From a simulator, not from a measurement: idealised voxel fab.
process module | voxel gate over fins
cross-section cut | 155 nm wide | cells 5 nm
A cross-section is a grid of square cells, given in bands from the top down. A band is one or more rows of cells.
Each band's line starts with the height of the band's top and of its bottom, in nm. Then come its materials from left to right, each with its width in nm. One material with "throughout" fills the band from edge to edge. "air" is empty space.
Height 0 is the level under which the wafer as received is all one material. The lowest band goes on downwards, as in "0 down".
A width such as "30 to 40" changes by the same amount from each row of cells to the next, from the band's top row to its bottom row.
"no change" after a step means that no cell of the cross-section changed.
closed voids: empty space of 8 cells or more with no open way to the top, each as width x height at its distance from the left edge, in nm
after a step's settings: what the simulator itself notes on the step
overlay nm, on a step with a mask: how far to the right of its planned place the mask lay; to the left if negative
plan
1 op RECEIVE | material Si
2 op CONFORMAL_DEP | material SiN | thk nm 10
3 op DIRECTIONAL_DEP | material aC | thk nm 10
4 op PATTERN | tone cover | mask id FINS | material resist | width nm 15 | pitch nm 35 | thk nm 30 | overlay nm 0
5 op DIRECTIONAL_ETCH | etch materials aC | depth nm 10
6 op STRIP | etch materials resist
7 op DIRECTIONAL_ETCH | etch materials SiN | depth nm 10
8 op DIRECTIONAL_ETCH | etch materials Si | depth nm 40
9 op STRIP | etch materials aC
10 op FILL_DEP | material SiO2 | thk nm 10
11 op CMP | height nm 10
12 op SELECTIVE_ETCH | etch materials SiO2 | depth nm 20
13 op STRIP | etch materials SiN
14 op CONFORMAL_DEP | material HfO2 | thk nm 5
15 op CONFORMAL_DEP | material TiN | thk nm 5
16 op CONFORMAL_DEP | material TiAl | thk nm 5
17 op CONFORMAL_DEP | material TiN | thk nm 5
18 op FILL_DEP | material W | thk nm 15
19 op CMP | height nm 30
20 op CONFORMAL_DEP | material SiN | thk nm 5
as received, after step 1
  0 down: Si throughout
  closed voids: none
first wafer at the end, as planned
  35 to 30: SiN throughout
  30 to 20: W throughout
  20 to 15: W 15 | TiN 125 | W 15
  15 to 10: W 15 | TiN 5 | TiAl 115 | TiN 5 | W 15
  10 to 5: TiN 20 | TiAl 5 | TiN 105 | TiAl 5 | TiN 20
  5 to 0: TiAl 25 | TiN 5 | HfO2 25 | TiN 10 | HfO2 25 | TiN 10 | HfO2 25 | TiN 5 | TiAl 25
  0 to -5: TiN 30 | HfO2 5 | Si 15 | HfO2 5 | TiN 10 | HfO2 5 | Si 15 | HfO2 5 | TiN 10 | HfO2 5 | Si 15 | HfO2 5 | TiN 30
  -5 to -10: HfO2 35 | Si 15 | HfO2 20 | Si 15 | HfO2 20 | Si 15 | HfO2 35
  -10 to -40: SiO2 35 | Si 15 | SiO2 20 | Si 15 | SiO2 20 | Si 15 | SiO2 35
  -40 down: Si throughout
  closed voids: none
second wafer at the end: like start, like plan, one mistake
  35 to 30: SiN throughout
  30 to 20: W throughout
  20 to 15: W 15 | TiN 125 | W 15
  15 to 10: W 15 | TiN 5 | TiAl 115 | TiN 5 | W 15
  10 to 5: TiN 20 | TiAl 5 | TiN 105 | TiAl 5 | TiN 20
  5 to 0: TiAl 25 | TiN 5 | HfO2 25 | TiN 10 | HfO2 25 | TiN 10 | HfO2 25 | TiN 5 | TiAl 25
  0 to -5: TiN 30 | HfO2 5 | Si 15 | HfO2 5 | TiN 10 | HfO2 5 | Si 15 | HfO2 5 | TiN 10 | HfO2 5 | Si 15 | HfO2 5 | TiN 30
  -5 to -10: HfO2 20 | TiN 10 | HfO2 5 | Si 15 | HfO2 5 | TiN 10 | HfO2 5 | Si 15 | HfO2 5 | TiN 10 | HfO2 5 | Si 15 | HfO2 5 | TiN 10 | HfO2 20
  -10 to -15: SiO2 15 | HfO2 5 | TiN 10 | HfO2 5 | Si 15 | HfO2 5 | TiN 10 | HfO2 5 | Si 15 | HfO2 5 | TiN 10 | HfO2 5 | Si 15 | HfO2 5 | TiN 10 | HfO2 5 | SiO2 15
  -15 to -20: SiO2 15 | HfO2 20 | Si 15 | HfO2 20 | Si 15 | HfO2 20 | Si 15 | HfO2 20 | SiO2 15
  -20 to -40: SiO2 35 | Si 15 | SiO2 20 | Si 15 | SiO2 20 | Si 15 | SiO2 35
  -40 down: Si throughout
  closed voids: none
what went wrong: steps 12 and 13 were swapped
at the end the second wafer has, in cells: 16 more of HfO2 | 32 fewer of SiO2 | 16 more of TiN
